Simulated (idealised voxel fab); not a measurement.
The name of this process module is voxel wiring stack.
The figure presents cross-section cut, which has a width of 220 nm and is divided into square cells with an edge length of 5 nm.
Cross-section spec: square-cell grid; bands listed top down; each band is one or more rows. Heights first: top, then bottom, in nm. Then materials, left to right, each with a width in nm. "all across" on a single material: fills the band edge to edge. "air": empty space. The reference from which all heights are counted is 0, the level beneath which the as-received wafer is entirely one material; the lowest band, having no lower bound, proceeds downward and is written after the example "from 0 down". Quick explanation for "30..40": the width changes in equal steps down the rows of cells, from the first number in the band's top row to the second number in its bottom row. Basically "remains unaltered" means that step didn't change any cell in the cross-section. Any empty space of 8 cells or more lacking an open way to the top shows up in "Closed void roster" as width x height at distance, distance from the left edge, in nm. Note: text after step settings on the step line = simulator remark on that step. You can add "overlay nm" to a step's line. For a step with a mask, it describes how far the mask lay to the right of its planned position, and a negative number describes a lay to the left.

[Here's what the planned process steps look like]
1. RECEIVE: material Si
2. CONFORMAL_DEP: material SiO2, thk nm 15
3. CONFORMAL_DEP: material SiN, thk nm 5
4. DIRECTIONAL_DEP: material SiO2, thk nm 25
5. DIRECTIONAL_DEP: material aC, thk nm 15
6. PATTERN: tone open, mask id METAL_1, material resist, width nm 30, pitch nm 50, thk nm 35, overlay nm 0
7. DIRECTIONAL_ETCH: etch materials aC, depth nm 15
8. STRIP: etch materials resist
9. DIRECTIONAL_ETCH: etch materials SiO2, depth nm 25
10. DIRECTIONAL_ETCH: etch materials SiN, depth nm 5
11. STRIP: etch materials aC
12. CONFORMAL_DEP: material TiN, thk nm 5
13. FILL_DEP: material W, thk nm 5
14. CMP: height nm 45
15. EPI: material Ru, thk nm 5
16. FILL_DEP: material SiCN, thk nm 5
17. DIRECTIONAL_DEP: material lowk, thk nm 35
18. MASKED_ETCH: tone open, mask id METAL_2, width nm 30, pitch nm 50, etch materials lowk, depth nm 20, overlay nm -5
19. MASKED_ETCH: tone open, mask id METAL_2_HOLES, width nm 15, pitch nm 50, etch materials lowk, depth nm 15, overlay nm 0
20. MASKED_ETCH: tone open, mask id METAL_2_HOLES, width nm 15, pitch nm 50, etch materials SiCN, depth nm 5, overlay nm 0
21. CONFORMAL_DEP: material TiN, thk nm 5
22. FILL_DEP: material Cu, thk nm 10
23. CMP: height nm 90
24. CONFORMAL_DEP: material SiCN, thk nm 5
Variable across wafers: step 18 overlay nm (plan value is that of the first wafer; starting state common to all).

[As received, i.e. after step 1: cross-section through the first of several wafers]
	from 0 down: Si all across
	Closed void roster: none

[Below: a row per wafer. Contents at end of module: for every material, cells gained since receipt (+) or lost since receipt (-); then closed voids]
overlay nm -5, +64 Cu, +32 Ru, +88 SiCN, +20 SiN, +232 SiO2, +144 TiN, +80 W, +176 lowk, Closed void roster: none
overlay nm 0, +64 Cu, +32 Ru, +88 SiCN, +20 SiN, +232 SiO2, +144 TiN, +80 W, +176 lowk, Closed void roster: none
overlay nm 5, +56 Cu, +32 Ru, +92 SiCN, +20 SiN, +232 SiO2, +148 TiN, +80 W, +176 lowk, Closed void roster: none
